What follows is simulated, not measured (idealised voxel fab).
process module | voxel gate over fins
cross-section cut | 275 nm wide | cells 5 nm
A cross-section is a grid of square cells, given in bands from the top down. A band is one or more rows of cells.
Each band's line starts with the height of the band's top and of its bottom, in nm. Then come its materials from left to right, each with its width in nm. One material with "throughout" fills the band from edge to edge. "air" is empty space.
Height 0 is the level under which the wafer as received is all one material. The lowest band goes on downwards, as in "0 down".
A width such as "30 to 40" changes by the same amount from each row of cells to the next, from the band's top row to its bottom row.
"no change" after a step means that no cell of the cross-section changed.
closed voids: empty space of 8 cells or more with no open way to the top, each as width x height at its distance from the left edge, in nm
after a step's settings: what the simulator itself notes on the step
overlay nm, on a step with a mask: how far to the right of its planned place the mask lay; to the left if negative
Each pair below shows a cross-section before one step and the cross-section after it, down to the lowest band that changed. The line under each pair gives the step between them, with its settings. The pairs can come from different runs of this module on the same starting wafer, so a pair continues from the pair above only where its "before" says so.
before
  5 to 0: air 95 | HfO2 25 | air 30 | HfO2 25 | air 100
  0 to -10: air 95 | HfO2 5 | Si 15 | HfO2 5 | air 30 | HfO2 5 | Si 15 | HfO2 5 | air 100
  -10 to -15: HfO2 100 | Si 15 | HfO2 40 | Si 15 | HfO2 105
  -15 to -20: SiO2 100 | Si 15 | SiO2 40 | Si 15 | SiO2 105
  -20 to -25: SiO2 100 | Si 15 | SiO2 10 | TiN 5 | W 5 | TiN 5 | SiO2 15 | Si 15 | SiO2 105
  -25 to -30: SiO2 100 | Si 15 | SiO2 10 | TiN 15 | SiO2 15 | Si 15 | SiO2 105
  -30 to -40: SiO2 100 | Si 15 | SiO2 40 | Si 15 | SiO2 105
  -40 down: Si throughout
  closed voids: none
after
  10 to 5: air 90 | TiN 35 | air 20 | TiN 35 | air 95
  5 to 0: air 90 | TiN 5 | HfO2 25 | TiN 5 | air 20 | TiN 5 | HfO2 25 | TiN 5 | air 95
  0 to -5: air 90 | TiN 5 | HfO2 5 | Si 15 | HfO2 5 | TiN 5 | air 20 | TiN 5 | HfO2 5 | Si 15 | HfO2 5 | TiN 5 | air 95
  -5 to -10: TiN 95 | HfO2 5 | Si 15 | HfO2 5 | TiN 30 | HfO2 5 | Si 15 | HfO2 5 | TiN 100
  below -10: unchanged
  closed voids: none
the step between: op CONFORMAL_DEP | material TiN | thk nm 5
before: the cross-section after the pair above
after
  15 to 10: air 85 | TiAl 45 | air 10 | TiAl 45 | air 90
  10 to 5: air 85 | TiAl 5 | TiN 35 | TiAl 5 | air 10 | TiAl 5 | TiN 35 | TiAl 5 | air 90
  5 to 0: air 85 | TiAl 5 | TiN 5 | HfO2 25 | TiN 5 | TiAl 5 | air 10 | TiAl 5 | TiN 5 | HfO2 25 | TiN 5 | TiAl 5 | air 90
  0 to -5: TiAl 90 | TiN 5 | HfO2 5 | Si 15 | HfO2 5 | TiN 5 | TiAl 20 | TiN 5 | HfO2 5 | Si 15 | HfO2 5 | TiN 5 | TiAl 95
  below -5: unchanged
  closed voids: none
the step between: op CONFORMAL_DEP | material TiAl | thk nm 5
before: the cross-section after the pair above
after
  20 to 15: air 80 | TiN 110 | air 85
  15 to 10: air 80 | TiN 5 | TiAl 45 | TiN 10 | TiAl 45 | TiN 5 | air 85
  10 to 5: air 80 | TiN 5 | TiAl 5 | TiN 35 | TiAl 5 | TiN 10 | TiAl 5 | TiN 35 | TiAl 5 | TiN 5 | air 85
  5 to 0: TiN 85 | TiAl 5 | TiN 5 | HfO2 25 | TiN 5 | TiAl 5 | TiN 10 | TiAl 5 | TiN 5 | HfO2 25 | TiN 5 | TiAl 5 | TiN 90
  below 0: unchanged
  closed voids: none
the step between: op CONFORMAL_DEP | material TiN | thk nm 5
before: the cross-section after the pair above
after
  30 to 20: W throughout
  20 to 15: W 80 | TiN 110 | W 85
  15 to 10: W 80 | TiN 5 | TiAl 45 | TiN 10 | TiAl 45 | TiN 5 | W 85
  10 to 5: W 80 | TiN 5 | TiAl 5 | TiN 35 | TiAl 5 | TiN 10 | TiAl 5 | TiN 35 | TiAl 5 | TiN 5 | W 85
  below 5: unchanged
  closed voids: none
the step between: op FILL_DEP | material W | thk nm 10
before: the cross-section after the pair above
after
  25 to 20: W throughout
  below 20: unchanged
  closed voids: none
the step between: op CMP | height nm 25
before: the cross-section after the pair above
after
  35 to 25: SiN throughout
  below 25: unchanged
  closed voids: none
the step between: op CONFORMAL_DEP | material SiN | thk nm 10
before
  10 to 0: SiO2 100 | SiN 15 | SiO2 40 | SiN 15 | SiO2 105
  0 to -35: SiO2 100 | Si 15 | SiO2 40 | Si 15 | SiO2 105
  -35 down: Si throughout
  closed voids: none
after
  25 to 10: resist 120 | air 25 | resist 130
  below 10: unchanged
  closed voids: none
the step between: op PATTERN | tone open | mask id RAIL | material resist | width nm 25 | thk nm 15 | overlay nm 0
before: the cross-section after the pair above
after
  25 to 10: resist 120 | air 25 | resist 130
  10 to 0: SiO2 100 | SiN 15 | SiO2 5 | air 25 | SiO2 10 | SiN 15 | SiO2 105
  0 to -30: SiO2 100 | Si 15 | SiO2 5 | air 25 | SiO2 10 | Si 15 | SiO2 105
  below -30: unchanged
  closed voids: none
the step between: op DIRECTIONAL_ETCH | etch materials SiO2 | depth nm 40
before: the cross-section after the pair above
after
  10 to 0: SiO2 100 | SiN 15 | SiO2 5 | air 25 | SiO2 10 | SiN 15 | SiO2 105
  below 0: unchanged
  closed voids: none
the step between: op STRIP | etch materials resist
before: the cross-section after the pair above
after
  15 to 10: TiN 125 | air 15 | TiN 135
  10 to 0: SiO2 100 | SiN 15 | SiO2 5 | TiN 5 | air 15 | TiN 5 | SiO2 10 | SiN 15 | SiO2 105
  0 to -25: SiO2 100 | Si 15 | SiO2 5 | TiN 5 | air 15 | TiN 5 | SiO2 10 | Si 15 | SiO2 105
  -25 to -30: SiO2 100 | Si 15 | SiO2 5 | TiN 25 | SiO2 10 | Si 15 | SiO2 105
  below -30: unchanged
  closed voids: none
the step between: op CONFORMAL_DEP | material TiN | thk nm 5
before: the cross-section after the pair above
after
  25 to 15: W throughout
  15 to 10: TiN 125 | W 15 | TiN 135
  10 to 0: SiO2 100 | SiN 15 | SiO2 5 | TiN 5 | W 15 | TiN 5 | SiO2 10 | SiN 15 | SiO2 105
  0 to -25: SiO2 100 | Si 15 | SiO2 5 | TiN 5 | W 15 | TiN 5 | SiO2 10 | Si 15 | SiO2 105
  below -25: unchanged
  closed voids: none
the step between: op FILL_DEP | material W | thk nm 10
before: the cross-section after the pair above
after
  10 to 0: SiO2 100 | SiN 15 | SiO2 5 | TiN 5 | W 15 | TiN 5 | SiO2 10 | SiN 15 | SiO2 105
  below 0: unchanged
  closed voids: none
the step between: op CMP | height nm 10
before: the cross-section after the pair above
after
  10 to 0: SiO2 100 | SiN 15 | SiO2 5 | air 25 | SiO2 10 | SiN 15 | SiO2 105
  0 to -20: SiO2 100 | Si 15 | SiO2 5 | air 25 | SiO2 10 | Si 15 | SiO2 105
  below -20: unchanged
  closed voids: none
the step between: op SELECTIVE_ETCH | etch materials W Ru TiN | depth nm 30
before: the cross-section after the pair above
after
  15 to 10: SiO2 throughout
  10 to 0: SiO2 100 | SiN 15 | SiO2 40 | SiN 15 | SiO2 105
  0 to -20: SiO2 100 | Si 15 | SiO2 40 | Si 15 | SiO2 105
  below -20: unchanged
  closed voids: none
the step between: op FILL_DEP | material SiO2 | thk nm 5
before: the cross-section after the pair above
after
  10 to 0: SiO2 100 | SiN 15 | SiO2 40 | SiN 15 | SiO2 105
  below 0: unchanged
  closed voids: none
the step between: op CMP | height nm 10
before: the cross-section after the pair above
after
  10 to 0: air 100 | SiN 15 | air 40 | SiN 15 | air 105
  0 to -15: air 100 | Si 15 | air 40 | Si 15 | air 105
  below -15: unchanged
  closed voids: none
the step between: op SELECTIVE_ETCH | etch materials SiO2 | depth nm 25
before: the cross-section after the pair above
after
  0 to -15: air 100 | Si 15 | air 40 | Si 15 | air 105
  below -15: unchanged
  closed voids: none
the step between: op STRIP | etch materials SiN
before: the cross-section after the pair above
after
  5 to 0: air 95 | HfO2 25 | air 30 | HfO2 25 | air 100
  0 to -10: air 95 | HfO2 5 | Si 15 | HfO2 5 | air 30 | HfO2 5 | Si 15 | HfO2 5 | air 100
  -10 to -15: HfO2 100 | Si 15 | HfO2 40 | Si 15 | HfO2 105
  below -15: unchanged
  closed voids: none
the step between: op CONFORMAL_DEP | material HfO2 | thk nm 5
before: the cross-section after the pair above
after
  10 to 5: air 90 | TiN 35 | air 20 | TiN 35 | air 95
  5 to 0: air 90 | TiN 5 | HfO2 25 | TiN 5 | air 20 | TiN 5 | HfO2 25 | TiN 5 | air 95
  0 to -5: air 90 | TiN 5 | HfO2 5 | Si 15 | HfO2 5 | TiN 5 | air 20 | TiN 5 | HfO2 5 | Si 15 | HfO2 5 | TiN 5 | air 95
  -5 to -10: TiN 95 | HfO2 5 | Si 15 | HfO2 5 | TiN 30 | HfO2 5 | Si 15 | HfO2 5 | TiN 100
  below -10: unchanged
  closed voids: none
the step between: op CONFORMAL_DEP | material TiN | thk nm 5
before: the cross-section after the pair above
after
  15 to 10: air 85 | TiAl 45 | air 10 | TiAl 45 | air 90
  10 to 5: air 85 | TiAl 5 | TiN 35 | TiAl 5 | air 10 | TiAl 5 | TiN 35 | TiAl 5 | air 90
  5 to 0: air 85 | TiAl 5 | TiN 5 | HfO2 25 | TiN 5 | TiAl 5 | air 10 | TiAl 5 | TiN 5 | HfO2 25 | TiN 5 | TiAl 5 | air 90
  0 to -5: TiAl 90 | TiN 5 | HfO2 5 | Si 15 | HfO2 5 | TiN 5 | TiAl 20 | TiN 5 | HfO2 5 | Si 15 | HfO2 5 | TiN 5 | TiAl 95
  below -5: unchanged
  closed voids: none
the step between: op CONFORMAL_DEP | material TiAl | thk nm 5
before: the cross-section after the pair above
after
  20 to 15: air 80 | TiN 110 | air 85
  15 to 10: air 80 | TiN 5 | TiAl 45 | TiN 10 | TiAl 45 | TiN 5 | air 85
  10 to 5: air 80 | TiN 5 | TiAl 5 | TiN 35 | TiAl 5 | TiN 10 | TiAl 5 | TiN 35 | TiAl 5 | TiN 5 | air 85
  5 to 0: TiN 85 | TiAl 5 | TiN 5 | HfO2 25 | TiN 5 | TiAl 5 | TiN 10 | TiAl 5 | TiN 5 | HfO2 25 | TiN 5 | TiAl 5 | TiN 90
  below 0: unchanged
  closed voids: none
the step between: op CONFORMAL_DEP | material TiN | thk nm 5
before: the cross-section after the pair above
after
  30 to 20: W throughout
  20 to 15: W 80 | TiN 110 | W 85
  15 to 10: W 80 | TiN 5 | TiAl 45 | TiN 10 | TiAl 45 | TiN 5 | W 85
  10 to 5: W 80 | TiN 5 | TiAl 5 | TiN 35 | TiAl 5 | TiN 10 | TiAl 5 | TiN 35 | TiAl 5 | TiN 5 | W 85
  below 5: unchanged
  closed voids: none
the step between: op FILL_DEP | material W | thk nm 10
before: the cross-section after the pair above
after
  25 to 20: W throughout
  below 20: unchanged
  closed voids: none
the step between: op CMP | height nm 25
before: the cross-section after the pair above
after
  35 to 25: SiN throughout
  below 25: unchanged
  closed voids: none
the step between: op CONFORMAL_DEP | material SiN | thk nm 10
before
  10 to 0: SiO2 100 | SiN 15 | SiO2 40 | SiN 15 | SiO2 105
  0 to -35: SiO2 100 | Si 15 | SiO2 40 | Si 15 | SiO2 105
  -35 down: Si throughout
  closed voids: none
after
  25 to 10: resist 115 | air 15 | resist 145
  below 10: unchanged
  closed voids: none
the step between: op PATTERN | tone open | mask id RAIL | material resist | width nm 15 | thk nm 15 | overlay nm -10
before: the cross-section after the pair above
after
  25 to 10: resist 115 | air 15 | resist 145
  10 to 0: SiO2 100 | SiN 15 | air 15 | SiO2 25 | SiN 15 | SiO2 105
  0 to -30: SiO2 100 | Si 15 | air 15 | SiO2 25 | Si 15 | SiO2 105
  below -30: unchanged
  closed voids: none
the step between: op DIRECTIONAL_ETCH | etch materials SiO2 | depth nm 40
before: the cross-section after the pair above
after
  10 to 0: SiO2 100 | SiN 15 | air 15 | SiO2 25 | SiN 15 | SiO2 105
  below 0: unchanged
  closed voids: none
the step between: op STRIP | etch materials resist
before: the cross-section after the pair above
after
  15 to 10: TiN 120 | air 5 | TiN 150
  10 to 0: SiO2 100 | SiN 15 | TiN 5 | air 5 | TiN 5 | SiO2 25 | SiN 15 | SiO2 105
  0 to -25: SiO2 100 | Si 15 | TiN 5 | air 5 | TiN 5 | SiO2 25 | Si 15 | SiO2 105
  -25 to -30: SiO2 100 | Si 15 | TiN 15 | SiO2 25 | Si 15 | SiO2 105
  below -30: unchanged
  closed voids: none
the step between: op CONFORMAL_DEP | material TiN | thk nm 5
before: the cross-section after the pair above
after
  25 to 15: W throughout
  15 to 10: TiN 120 | W 5 | TiN 150
  10 to 0: SiO2 100 | SiN 15 | TiN 5 | W 5 | TiN 5 | SiO2 25 | SiN 15 | SiO2 105
  0 to -25: SiO2 100 | Si 15 | TiN 5 | W 5 | TiN 5 | SiO2 25 | Si 15 | SiO2 105
  below -25: unchanged
  closed voids: none
the step between: op FILL_DEP | material W | thk nm 10
before: the cross-section after the pair above
after
  10 to 0: SiO2 100 | SiN 15 | TiN 5 | W 5 | TiN 5 | SiO2 25 | SiN 15 | SiO2 105
  below 0: unchanged
  closed voids: none
the step between: op CMP | height nm 10
before: the cross-section after the pair above
after
  10 to 0: SiO2 100 | SiN 15 | air 15 | SiO2 25 | SiN 15 | SiO2 105
  0 to -20: SiO2 100 | Si 15 | air 15 | SiO2 25 | Si 15 | SiO2 105
  below -20: unchanged
  closed voids: none
the step between: op SELECTIVE_ETCH | etch materials W Ru TiN | depth nm 30
before: the cross-section after the pair above
after
  15 to 10: SiO2 throughout
  10 to 0: SiO2 100 | SiN 15 | SiO2 40 | SiN 15 | SiO2 105
  0 to -20: SiO2 100 | Si 15 | SiO2 40 | Si 15 | SiO2 105
  below -20: unchanged
  closed voids: none
the step between: op FILL_DEP | material SiO2 | thk nm 5
before: the cross-section after the pair above
after
  10 to 0: SiO2 100 | SiN 15 | SiO2 40 | SiN 15 | SiO2 105
  below 0: unchanged
  closed voids: none
the step between: op CMP | height nm 10
before: the cross-section after the pair above
after
  10 to 0: air 100 | SiN 15 | air 40 | SiN 15 | air 105
  0 to -15: air 100 | Si 15 | air 40 | Si 15 | air 105
  below -15: unchanged
  closed voids: none
the step between: op SELECTIVE_ETCH | etch materials SiO2 | depth nm 25
before: the cross-section after the pair above
after
  0 to -15: air 100 | Si 15 | air 40 | Si 15 | air 105
  below -15: unchanged
  closed voids: none
the step between: op STRIP | etch materials SiN
before: the cross-section after the pair above
after
  5 to 0: air 95 | HfO2 25 | air 30 | HfO2 25 | air 100
  0 to -10: air 95 | HfO2 5 | Si 15 | HfO2 5 | air 30 | HfO2 5 | Si 15 | HfO2 5 | air 100
  -10 to -15: HfO2 100 | Si 15 | HfO2 40 | Si 15 | HfO2 105
  below -15: unchanged
  closed voids: none
the step between: op CONFORMAL_DEP | material HfO2 | thk nm 5
before: the cross-section after the pair above
after
  10 to 5: air 90 | TiN 35 | air 20 | TiN 35 | air 95
  5 to 0: air 90 | TiN 5 | HfO2 25 | TiN 5 | air 20 | TiN 5 | HfO2 25 | TiN 5 | air 95
  0 to -5: air 90 | TiN 5 | HfO2 5 | Si 15 | HfO2 5 | TiN 5 | air 20 | TiN 5 | HfO2 5 | Si 15 | HfO2 5 | TiN 5 | air 95
  -5 to -10: TiN 95 | HfO2 5 | Si 15 | HfO2 5 | TiN 30 | HfO2 5 | Si 15 | HfO2 5 | TiN 100
  below -10: unchanged
  closed voids: none
the step between: op CONFORMAL_DEP | material TiN | thk nm 5
before: the cross-section after the pair above
after
  15 to 10: air 85 | TiAl 45 | air 10 | TiAl 45 | air 90
  10 to 5: air 85 | TiAl 5 | TiN 35 | TiAl 5 | air 10 | TiAl 5 | TiN 35 | TiAl 5 | air 90
  5 to 0: air 85 | TiAl 5 | TiN 5 | HfO2 25 | TiN 5 | TiAl 5 | air 10 | TiAl 5 | TiN 5 | HfO2 25 | TiN 5 | TiAl 5 | air 90
  0 to -5: TiAl 90 | TiN 5 | HfO2 5 | Si 15 | HfO2 5 | TiN 5 | TiAl 20 | TiN 5 | HfO2 5 | Si 15 | HfO2 5 | TiN 5 | TiAl 95
  below -5: unchanged
  closed voids: none
the step between: op CONFORMAL_DEP | material TiAl | thk nm 5
before: the cross-section after the pair above
after
  20 to 15: air 80 | TiN 110 | air 85
  15 to 10: air 80 | TiN 5 | TiAl 45 | TiN 10 | TiAl 45 | TiN 5 | air 85
  10 to 5: air 80 | TiN 5 | TiAl 5 | TiN 35 | TiAl 5 | TiN 10 | TiAl 5 | TiN 35 | TiAl 5 | TiN 5 | air 85
  5 to 0: TiN 85 | TiAl 5 | TiN 5 | HfO2 25 | TiN 5 | TiAl 5 | TiN 10 | TiAl 5 | TiN 5 | HfO2 25 | TiN 5 | TiAl 5 | TiN 90
  below 0: unchanged
  closed voids: none
the step between: op CONFORMAL_DEP | material TiN | thk nm 5
before: the cross-section after the pair above
after
  30 to 20: W throughout
  20 to 15: W 80 | TiN 110 | W 85
  15 to 10: W 80 | TiN 5 | TiAl 45 | TiN 10 | TiAl 45 | TiN 5 | W 85
  10 to 5: W 80 | TiN 5 | TiAl 5 | TiN 35 | TiAl 5 | TiN 10 | TiAl 5 | TiN 35 | TiAl 5 | TiN 5 | W 85
  below 5: unchanged
  closed voids: none
the step between: op FILL_DEP | material W | thk nm 10
before: the cross-section after the pair above
after
  25 to 20: W throughout
  below 20: unchanged
  closed voids: none
the step between: op CMP | height nm 25
before: the cross-section after the pair above
after
  35 to 25: SiN throughout
  below 25: unchanged
  closed voids: none
the step between: op CONFORMAL_DEP | material SiN | thk nm 10
before
  10 to 0: air 100 | SiN 15 | air 40 | SiN 15 | air 105
  0 to -15: air 100 | Si 15 | air 40 | Si 15 | air 105
  -15 to -20: SiO2 100 | Si 15 | SiO2 40 | Si 15 | SiO2 105
  -20 to -25: SiO2 100 | Si 15 | SiO2 10 | TiN 5 | W 5 | TiN 5 | SiO2 15 | Si 15 | SiO2 105
  -25 to -30: SiO2 100 | Si 15 | SiO2 10 | TiN 15 | SiO2 15 | Si 15 | SiO2 105
  -30 to -35: SiO2 100 | Si 15 | SiO2 40 | Si 15 | SiO2 105
  -35 down: Si throughout
  closed voids: none
after
  10 to 0: air 100 | SiN 15 | air 40 | SiN 15 | air 105
  0 to -35: air 100 | Si 15 | air 40 | Si 15 | air 105
  below -35: unchanged
  closed voids: none
the step between: op STRIP | etch materials SiO2
before: the cross-section after the pair above
after
  15 to 10: air 95 | HfO2 25 | air 30 | HfO2 25 | air 100
  10 to 0: air 95 | HfO2 5 | SiN 15 | HfO2 5 | air 30 | HfO2 5 | SiN 15 | HfO2 5 | air 100
  0 to -30: air 95 | HfO2 5 | Si 15 | HfO2 5 | air 30 | HfO2 5 | Si 15 | HfO2 5 | air 100
  -30 to -35: HfO2 100 | Si 15 | HfO2 40 | Si 15 | HfO2 105
  below -35: unchanged
  closed voids: none
the step between: op CONFORMAL_DEP | material HfO2 | thk nm 5
before: the cross-section after the pair above
after
  20 to 15: air 90 | TiN 35 | air 20 | TiN 35 | air 95
  15 to 10: air 90 | TiN 5 | HfO2 25 | TiN 5 | air 20 | TiN 5 | HfO2 25 | TiN 5 | air 95
  10 to 0: air 90 | TiN 5 | HfO2 5 | SiN 15 | HfO2 5 | TiN 5 | air 20 | TiN 5 | HfO2 5 | SiN 15 | HfO2 5 | TiN 5 | air 95
  0 to -25: air 90 | TiN 5 | HfO2 5 | Si 15 | HfO2 5 | TiN 5 | air 20 | TiN 5 | HfO2 5 | Si 15 | HfO2 5 | TiN 5 | air 95
  -25 to -30: TiN 95 | HfO2 5 | Si 15 | HfO2 5 | TiN 30 | HfO2 5 | Si 15 | HfO2 5 | TiN 100
  below -30: unchanged
  closed voids: none
the step between: op CONFORMAL_DEP | material TiN | thk nm 5
before: the cross-section after the pair above
after
  25 to 20: air 85 | TiAl 45 | air 10 | TiAl 45 | air 90
  20 to 15: air 85 | TiAl 5 | TiN 35 | TiAl 5 | air 10 | TiAl 5 | TiN 35 | TiAl 5 | air 90
  15 to 10: air 85 | TiAl 5 | TiN 5 | HfO2 25 | TiN 5 | TiAl 5 | air 10 | TiAl 5 | TiN 5 | HfO2 25 | TiN 5 | TiAl 5 | air 90
  10 to 0: air 85 | TiAl 5 | TiN 5 | HfO2 5 | SiN 15 | HfO2 5 | TiN 5 | TiAl 5 | air 10 | TiAl 5 | TiN 5 | HfO2 5 | SiN 15 | HfO2 5 | TiN 5 | TiAl 5 | air 90
  0 to -20: air 85 | TiAl 5 | TiN 5 | HfO2 5 | Si 15 | HfO2 5 | TiN 5 | TiAl 5 | air 10 | TiAl 5 | TiN 5 | HfO2 5 | Si 15 | HfO2 5 | TiN 5 | TiAl 5 | air 90
  -20 to -25: TiAl 90 | TiN 5 | HfO2 5 | Si 15 | HfO2 5 | TiN 5 | TiAl 20 | TiN 5 | HfO2 5 | Si 15 | HfO2 5 | TiN 5 | TiAl 95
  below -25: unchanged
  closed voids: none
the step between: op CONFORMAL_DEP | material TiAl | thk nm 5
before: the cross-section after the pair above
after
  30 to 25: air 80 | TiN 110 | air 85
  25 to 20: air 80 | TiN 5 | TiAl 45 | TiN 10 | TiAl 45 | TiN 5 | air 85
  20 to 15: air 80 | TiN 5 | TiAl 5 | TiN 35 | TiAl 5 | TiN 10 | TiAl 5 | TiN 35 | TiAl 5 | TiN 5 | air 85
  15 to 10: air 80 | TiN 5 | TiAl 5 | TiN 5 | HfO2 25 | TiN 5 | TiAl 5 | TiN 10 | TiAl 5 | TiN 5 | HfO2 25 | TiN 5 | TiAl 5 | TiN 5 | air 85
  10 to 0: air 80 | TiN 5 | TiAl 5 | TiN 5 | HfO2 5 | SiN 15 | HfO2 5 | TiN 5 | TiAl 5 | TiN 10 | TiAl 5 | TiN 5 | HfO2 5 | SiN 15 | HfO2 5 | TiN 5 | TiAl 5 | TiN 5 | air 85
  0 to -15: air 80 | TiN 5 | TiAl 5 | TiN 5 | HfO2 5 | Si 15 | HfO2 5 | TiN 5 | TiAl 5 | TiN 10 | TiAl 5 | TiN 5 | HfO2 5 | Si 15 | HfO2 5 | TiN 5 | TiAl 5 | TiN 5 | air 85
  -15 to -20: TiN 85 | TiAl 5 | TiN 5 | HfO2 5 | Si 15 | HfO2 5 | TiN 5 | TiAl 5 | TiN 10 | TiAl 5 | TiN 5 | HfO2 5 | Si 15 | HfO2 5 | TiN 5 | TiAl 5 | TiN 90
  below -20: unchanged
  closed voids: none
the step between: op CONFORMAL_DEP | material TiN | thk nm 5
before: the cross-section after the pair above
after
  40 to 30: W throughout
  30 to 25: W 80 | TiN 110 | W 85
  25 to 20: W 80 | TiN 5 | TiAl 45 | TiN 10 | TiAl 45 | TiN 5 | W 85
  20 to 15: W 80 | TiN 5 | TiAl 5 | TiN 35 | TiAl 5 | TiN 10 | TiAl 5 | TiN 35 | TiAl 5 | TiN 5 | W 85
  15 to 10: W 80 | TiN 5 | TiAl 5 | TiN 5 | HfO2 25 | TiN 5 | TiAl 5 | TiN 10 | TiAl 5 | TiN 5 | HfO2 25 | TiN 5 | TiAl 5 | TiN 5 | W 85
  10 to 0: W 80 | TiN 5 | TiAl 5 | TiN 5 | HfO2 5 | SiN 15 | HfO2 5 | TiN 5 | TiAl 5 | TiN 10 | TiAl 5 | TiN 5 | HfO2 5 | SiN 15 | HfO2 5 | TiN 5 | TiAl 5 | TiN 5 | W 85
  0 to -15: W 80 | TiN 5 | TiAl 5 | TiN 5 | HfO2 5 | Si 15 | HfO2 5 | TiN 5 | TiAl 5 | TiN 10 | TiAl 5 | TiN 5 | HfO2 5 | Si 15 | HfO2 5 | TiN 5 | TiAl 5 | TiN 5 | W 85
  below -15: unchanged
  closed voids: none
the step between: op FILL_DEP | material W | thk nm 10
before: the cross-section after the pair above
after
  25 to 20: W 80 | TiN 5 | TiAl 45 | TiN 10 | TiAl 45 | TiN 5 | W 85
  below 20: unchanged
  closed voids: none
the step between: op CMP | height nm 25
before: the cross-section after the pair above
after
  35 to 25: SiN throughout
  below 25: unchanged
  closed voids: none
the step between: op CONFORMAL_DEP | material SiN | thk nm 10
before
  10 to 0: SiO2 100 | SiN 15 | SiO2 40 | SiN 15 | SiO2 105
  0 to -35: SiO2 100 | Si 15 | SiO2 40 | Si 15 | SiO2 105
  -35 down: Si throughout
  closed voids: none
after
  25 to 10: air 125 | resist 15 | air 135
  below 10: unchanged
  closed voids: none
the step between: op PATTERN | tone cover | mask id RAIL | material resist | width nm 15 | thk nm 15 | overlay nm 0
before: the cross-section after the pair above
after
  25 to 10: air 125 | resist 15 | air 135
  10 to 0: air 100 | SiN 15 | air 10 | SiO2 15 | air 15 | SiN 15 | air 105
  0 to -30: air 100 | Si 15 | air 10 | SiO2 15 | air 15 | Si 15 | air 105
  below -30: unchanged
  closed voids: none
the step between: op DIRECTIONAL_ETCH | etch materials SiO2 | depth nm 40
before: the cross-section after the pair above
after
  10 to 0: air 100 | SiN 15 | air 10 | SiO2 15 | air 15 | SiN 15 | air 105
  below 0: unchanged
  closed voids: none
the step between: op STRIP | etch materials resist
before: the cross-section after the pair above
after
  15 to 10: air 95 | TiN 50 | air 5 | TiN 25 | air 100
  10 to 0: air 95 | TiN 5 | SiN 15 | TiN 10 | SiO2 15 | TiN 5 | air 5 | TiN 5 | SiN 15 | TiN 5 | air 100
  0 to -25: air 95 | TiN 5 | Si 15 | TiN 10 | SiO2 15 | TiN 5 | air 5 | TiN 5 | Si 15 | TiN 5 | air 100
  -25 to -30: TiN 100 | Si 15 | TiN 10 | SiO2 15 | TiN 15 | Si 15 | TiN 105
  below -30: unchanged
  closed voids: none
the step between: op CONFORMAL_DEP | material TiN | thk nm 5
before: the cross-section after the pair above
after
  25 to 15: W throughout
  15 to 10: W 95 | TiN 50 | W 5 | TiN 25 | W 100
  10 to 0: W 95 | TiN 5 | SiN 15 | TiN 10 | SiO2 15 | TiN 5 | W 5 | TiN 5 | SiN 15 | TiN 5 | W 100
  0 to -25: W 95 | TiN 5 | Si 15 | TiN 10 | SiO2 15 | TiN 5 | W 5 | TiN 5 | Si 15 | TiN 5 | W 100
  below -25: unchanged
  closed voids: none
the step between: op FILL_DEP | material W | thk nm 10
before: the cross-section after the pair above
after
  10 to 0: W 95 | TiN 5 | SiN 15 | TiN 10 | SiO2 15 | TiN 5 | W 5 | TiN 5 | SiN 15 | TiN 5 | W 100
  below 0: unchanged
  closed voids: none
the step between: op CMP | height nm 10
before: the cross-section after the pair above
after
  10 to 0: air 100 | SiN 15 | air 10 | SiO2 15 | air 15 | SiN 15 | air 105
  0 to -20: air 100 | Si 15 | air 10 | SiO2 15 | air 15 | Si 15 | air 105
  below -20: unchanged
  closed voids: none
the step between: op SELECTIVE_ETCH | etch materials W Ru TiN | depth nm 30
before: the cross-section after the pair above
after
  15 to 10: SiO2 throughout
  10 to 0: SiO2 100 | SiN 15 | SiO2 40 | SiN 15 | SiO2 105
  0 to -20: SiO2 100 | Si 15 | SiO2 40 | Si 15 | SiO2 105
  below -20: unchanged
  closed voids: none
the step between: op FILL_DEP | material SiO2 | thk nm 5
before: the cross-section after the pair above
after
  10 to 0: SiO2 100 | SiN 15 | SiO2 40 | SiN 15 | SiO2 105
  below 0: unchanged
  closed voids: none
the step between: op CMP | height nm 10
before: the cross-section after the pair above
after
  10 to 0: air 100 | SiN 15 | air 40 | SiN 15 | air 105
  0 to -15: air 100 | Si 15 | air 40 | Si 15 | air 105
  below -15: unchanged
  closed voids: none
the step between: op SELECTIVE_ETCH | etch materials SiO2 | depth nm 25
before: the cross-section after the pair above
after
  0 to -15: air 100 | Si 15 | air 40 | Si 15 | air 105
  below -15: unchanged
  closed voids: none
the step between: op STRIP | etch materials SiN
before: the cross-section after the pair above
after
  5 to 0: air 95 | HfO2 25 | air 30 | HfO2 25 | air 100
  0 to -10: air 95 | HfO2 5 | Si 15 | HfO2 5 | air 30 | HfO2 5 | Si 15 | HfO2 5 | air 100
  -10 to -15: HfO2 100 | Si 15 | HfO2 40 | Si 15 | HfO2 105
  below -15: unchanged
  closed voids: none
the step between: op CONFORMAL_DEP | material HfO2 | thk nm 5
before: the cross-section after the pair above
after
  10 to 5: air 90 | TiN 35 | air 20 | TiN 35 | air 95
  5 to 0: air 90 | TiN 5 | HfO2 25 | TiN 5 | air 20 | TiN 5 | HfO2 25 | TiN 5 | air 95
  0 to -5: air 90 | TiN 5 | HfO2 5 | Si 15 | HfO2 5 | TiN 5 | air 20 | TiN 5 | HfO2 5 | Si 15 | HfO2 5 | TiN 5 | air 95
  -5 to -10: TiN 95 | HfO2 5 | Si 15 | HfO2 5 | TiN 30 | HfO2 5 | Si 15 | HfO2 5 | TiN 100
  below -10: unchanged
  closed voids: none
the step between: op CONFORMAL_DEP | material TiN | thk nm 5
before: the cross-section after the pair above
after
  15 to 10: air 85 | TiAl 45 | air 10 | TiAl 45 | air 90
  10 to 5: air 85 | TiAl 5 | TiN 35 | TiAl 5 | air 10 | TiAl 5 | TiN 35 | TiAl 5 | air 90
  5 to 0: air 85 | TiAl 5 | TiN 5 | HfO2 25 | TiN 5 | TiAl 5 | air 10 | TiAl 5 | TiN 5 | HfO2 25 | TiN 5 | TiAl 5 | air 90
  0 to -5: TiAl 90 | TiN 5 | HfO2 5 | Si 15 | HfO2 5 | TiN 5 | TiAl 20 | TiN 5 | HfO2 5 | Si 15 | HfO2 5 | TiN 5 | TiAl 95
  below -5: unchanged
  closed voids: none
the step between: op CONFORMAL_DEP | material TiAl | thk nm 5
before: the cross-section after the pair above
after
  20 to 15: air 80 | TiN 110 | air 85
  15 to 10: air 80 | TiN 5 | TiAl 45 | TiN 10 | TiAl 45 | TiN 5 | air 85
  10 to 5: air 80 | TiN 5 | TiAl 5 | TiN 35 | TiAl 5 | TiN 10 | TiAl 5 | TiN 35 | TiAl 5 | TiN 5 | air 85
  5 to 0: TiN 85 | TiAl 5 | TiN 5 | HfO2 25 | TiN 5 | TiAl 5 | TiN 10 | TiAl 5 | TiN 5 | HfO2 25 | TiN 5 | TiAl 5 | TiN 90
  below 0: unchanged
  closed voids: none
the step between: op CONFORMAL_DEP | material TiN | thk nm 5
